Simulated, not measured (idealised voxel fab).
process module | voxel local oxidation
cross-section cut | 285 nm wide | cells 5 nm
A cross-section is a grid of square cells, given in bands from the top down. A band is one or more rows of cells.
Each band's line starts with the height of the band's top and of its bottom, in nm. Then come its materials from left to right, each with its width in nm. One material with "throughout" fills the band from edge to edge. "air" is empty space.
Height 0 is the level under which the wafer as received is all one material. The lowest band goes on downwards, as in "0 down".
A width such as "30 to 40" changes by the same amount from each row of cells to the next, from the band's top row to its bottom row.
"no change" after a step means that no cell of the cross-section changed.
closed voids: empty space of 8 cells or more with no open way to the top, each as width x height at its distance from the left edge, in nm
after a step's settings: what the simulator itself notes on the step
overlay nm, on a step with a mask: how far to the right of its planned place the mask lay; to the left if negative
plan
1 op RECEIVE | material Si
2 op OXIDIZE | depth nm 5
3 op CONFORMAL_DEP | material SiN | thk nm 10
4 op DIRECTIONAL_DEP | material aC | thk nm 10
5 op PATTERN | tone cover | mask id ACTIVE | material resist | width nm 100 | thk nm 25 | overlay nm 0
6 op DIRECTIONAL_ETCH | etch materials aC | depth nm 10
7 op STRIP | etch materials resist
8 op DIRECTIONAL_ETCH | etch materials SiN | depth nm 10
9 op STRIP | etch materials aC
10 op SELECTIVE_ETCH | etch materials SiO2 | depth nm 5
11 op OXIDIZE | depth nm 10
12 op STRIP | etch materials SiN
first wafer, as planned
as received, after step 1
  0 down: Si throughout
  closed voids: none
after step 2
  0 to -5: SiO2 throughout
  below -5: unchanged
after step 3
  10 to 0: SiN throughout
  below 0: unchanged
after step 4
  20 to 10: aC throughout
  below 10: unchanged
after step 5
  45 to 20: air 90 | resist 100 | air 95
  below 20: unchanged
after step 6
  35 to 20: air 90 | resist 100 | air 95
  20 to 10: air 90 | aC 100 | air 95
  below 10: unchanged
after step 7
  20 to 10: air 90 | aC 100 | air 95
  below 10: unchanged
after step 8
  20 to 10: air 90 | aC 100 | air 95
  10 to 0: air 90 | SiN 100 | air 95
  below 0: unchanged
after step 9
  10 to 0: air 90 | SiN 100 | air 95
  below 0: unchanged
after step 10
  10 to 0: air 90 | SiN 100 | air 95
  0 to -5: air 95 | SiO2 90 | air 100
  below -5: unchanged
after step 11
  10 to 0: air 90 | SiN 100 | air 95
  0 to -5: air 95 | SiO2 90 | air 100
  -5 to -15: SiO2 105 | Si 70 | SiO2 110
  below -15: unchanged
after step 12
  0 to -5: air 95 | SiO2 90 | air 100
  below -5: unchanged
second wafer: like start, like plan, one mistake. Through step 8 it matches the first wafer
when step 9 should have ended
  20 to 10: air 90 | aC 100 | air 95
  10 to 0: air 90 | SiN 100 | air 95
  0 to -5: air 95 | SiO2 90 | air 100
  below -5: unchanged
when step 10 should have ended
  10 to 0: air 90 | SiN 100 | air 95
  below 0: unchanged
when step 11 should have ended
  10 to 0: air 90 | SiN 100 | air 95
  0 to -5: air 95 | SiO2 90 | air 100
  -5 to -15: SiO2 105 | Si 70 | SiO2 110
  below -15: unchanged
when step 12 should have ended
  0 to -5: air 95 | SiO2 90 | air 100
  below -5: unchanged
what went wrong: steps 9 and 10 were swapped
at the end the two cross-sections are the same: no effect in what this model computes
